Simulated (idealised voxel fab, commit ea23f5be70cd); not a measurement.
Name of the process module below: voxel gate over fins
It is cross-section cut that appears here, measuring 265 nm in width, its square cells being 5 nm in size.
Reading order for cross-sections: top band down to bottom band. Underlying form: a grid of square cells. Band size: one or more rows of cells.
For a band, the entry starts with two heights in nm, that of the top and then that of the bottom, and carries on with the band's materials in order from left to right, each alongside its width in nm; the word "all across" beside a single material means it fills the band edge to edge, and "empty" means empty space.
Measure heights from 0. That's the level where, below it, the as-received wafer is all one material. The lowest band is bottomless and extends downward; write it as in "from 0 down".
Width: "30->40" (first number = top row, second number = bottom row, same change from row to row of cells).
"changes: none" (step): cross-section cells unchanged, all of them.
Closed empty spaces (no open way to the top) of 8 cells or more are what "Cavities, sealed" lists, each as width x height at distance from the left edge, nm for all three.
It should be noted that, on the line of a given step, the content following the step's settings is a remark produced by the simulator itself with respect to that step.
On any step carrying a mask, the "overlay nm" setting, if present on the step's line, tells how far right of its planned place the mask lay; negative values point to the left.

-- These are the steps we planned for the process
1,RECEIVE [material Si]
2,CONFORMAL_DEP [material SiN] [thk nm 5]
3,MASKED_ETCH [tone cover] [mask id FINS] [width nm 15] [pitch nm 35] [etch materials SiN] [depth nm 5] [overlay nm 0]
4,MASKED_ETCH [tone cover] [mask id FINS] [width nm 15] [pitch nm 35] [etch materials Si] [depth nm 30] [overlay nm 0]
5,FILL_DEP [material SiO2] [thk nm 10]
6,CMP [height nm 5]
7,SELECTIVE_ETCH [etch materials SiO2] [depth nm 15]
8,STRIP [etch materials SiN]
9,CONFORMAL_DEP [material HfO2] [thk nm 5]
10,CONFORMAL_DEP [material TiN] [thk nm 5]
11,FILL_DEP [material W] [thk nm 15]
12,CMP [height nm 20]
13,CONFORMAL_DEP [material SiCN] [thk nm 5]

-- Delivered wafer in cross-section: state after step 1
> from 0 down  Si all across
> Cavities, sealed: none

-- Cross-section, first of two wafers, end of module, run as planned
> from 25 to 20  SiCN all across
> from 20 to 10  W all across
> from 10 to 5  W 80, TiN 105, W 80
> from 5 to 0  W 80, TiN 5, HfO2 25, TiN 10, HfO2 25, TiN 10, HfO2 25, TiN 5, W 80
> from 0 to -5  TiN 85, HfO2 5, Si 15, HfO2 5, TiN 10, HfO2 5, Si 15, HfO2 5, TiN 10, HfO2 5, Si 15, HfO2 5, TiN 85
> from -5 to -10  HfO2 90, Si 15, HfO2 20, Si 15, HfO2 20, Si 15, HfO2 90
> from -10 to -30  SiO2 90, Si 15, SiO2 20, Si 15, SiO2 20, Si 15, SiO2 90
> from -30 down  Si all across
> Cavities, sealed: none

-- Wafer two (of two), end-of-module cross-section: start = wafer one, plan = wafer one, one run mistake
> from 25 to 20  SiCN all across
> from 20 to 10  W all across
> from 10 to 5  W 80, TiN 105, W 80
> from 5 to 0  W 80, TiN 5, HfO2 25, TiN 10, HfO2 25, TiN 10, HfO2 25, TiN 5, W 80
> from 0 to -5  TiN 85, HfO2 5, Si 15, HfO2 5, TiN 10, HfO2 5, Si 15, HfO2 5, TiN 10, HfO2 5, Si 15, HfO2 5, TiN 85
> from -5 to -10  HfO2 90, Si 15, HfO2 20, Si 15, HfO2 20, Si 15, HfO2 90
> from -10 to -60  SiO2 90, Si 15, SiO2 20, Si 15, SiO2 20, Si 15, SiO2 90
> from -60 down  Si all across
> Cavities, sealed: none
what went wrong: twice, step 4 of the plan was run
Final cells, second wafer relative to first, materials higher or lower: 264 fewer of Si, 264 more of SiO2
